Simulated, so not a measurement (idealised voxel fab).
The following process module bears the name voxel gate over fins.
Section cut is 150 nm wide and gridded with 5 nm square cells.
Reading order for cross-sections: top band down to bottom band. Underlying form: a grid of square cells. Band size: one or more rows of cells.
The band entry comprises the height of the band's top followed by the height of its bottom, expressed in nm, and subsequently the band's materials from left to right, each stated together with its width in nm. Where a single material is marked with the word "edge to edge", that material fills the band from edge to edge. The word "empty" represents empty space.
Basically, 0 is our baseline, since under it the wafer straight out of the box is all one material. The bottom band has no lower end and keeps on going down, so it looks like "0..down".
The width entry "30 to 40" should be interpreted row by row: the top row of cells in the band takes the first number, the bottom row takes the second number, and the change between adjacent rows is uniform throughout.
"nothing altered" means the step left every cell of the cross-section as it was.
"Closed internal cavities" specifies each empty space that is not open to the top and that occupies no fewer than 8 cells, using the form width x height at distance, the distance measured from the left edge and all three quantities in nm.
Anything after a step's settings on that line? It's the simulator's own note about the step.
"overlay nm" answers the question of how far to the right of plan the mask lay on a step that has a mask, and when it is negative the answer is to the left.

### List of planned process steps
step 1: RECEIVE: material Si
step 2: CONFORMAL_DEP: material SiN, thk nm 10
step 3: DIRECTIONAL_DEP: material aC, thk nm 15
step 4: PATTERN: tone cover, mask id FINS, material resist, width nm 15, pitch nm 35, thk nm 35, overlay nm 0
step 5: DIRECTIONAL_ETCH: etch materials aC, depth nm 15
step 6: STRIP: etch materials resist
step 7: DIRECTIONAL_ETCH: etch materials SiN, depth nm 10
step 8: DIRECTIONAL_ETCH: etch materials Si, depth nm 35
step 9: STRIP: etch materials aC
step 10: OXIDIZE: depth nm 5
step 11: FILL_DEP: material SiO2, thk nm 15
step 12: CMP: height nm 10
step 13: SELECTIVE_ETCH: etch materials SiO2, depth nm 25
step 14: STRIP: etch materials SiN
step 15: CONFORMAL_DEP: material HfO2, thk nm 5
step 16: CONFORMAL_DEP: material TiN, thk nm 5
step 17: FILL_DEP: material W, thk nm 10
step 18: CMP: height nm 15
step 19: CONFORMAL_DEP: material SiCN, thk nm 5

### Incoming wafer, cross-sectional view, post step 1
	0..down: Si edge to edge
	Closed internal cavities: none

### Result of the module, cross-sectioned: start per above, plan per above, one error in how it was run
	20..15: SiCN edge to edge
	15..10: W edge to edge
	10..5: 45 nm W  30 nm TiN  5 nm W  30 nm TiN  40 nm W
	5..0: 45 nm W  5 nm TiN  20 nm HfO2  5 nm TiN  5 nm W  5 nm TiN  20 nm HfO2  5 nm TiN  40 nm W
	0..-5: 45 nm W  5 nm TiN  5 nm HfO2  10 nm Si  5 nm HfO2  5 nm TiN  5 nm W  5 nm TiN  5 nm HfO2  10 nm Si  5 nm HfO2  5 nm TiN  40 nm W
	-5..-10: 50 nm TiN  5 nm HfO2  10 nm Si  5 nm HfO2  15 nm TiN  5 nm HfO2  10 nm Si  5 nm HfO2  45 nm TiN
	-10..-15: 55 nm HfO2  10 nm Si  25 nm HfO2  10 nm Si  50 nm HfO2
	-15..-40: 55 nm SiO2  10 nm Si  25 nm SiO2  10 nm Si  50 nm SiO2
	-40..down: Si edge to edge
	Closed internal cavities: none
Here's what went sideways: step 4 ran differently from the plan; actual operation with settings: PATTERN: tone cover, mask id FINS, material resist, width nm 20, pitch nm 35, thk nm 35, overlay nm 0
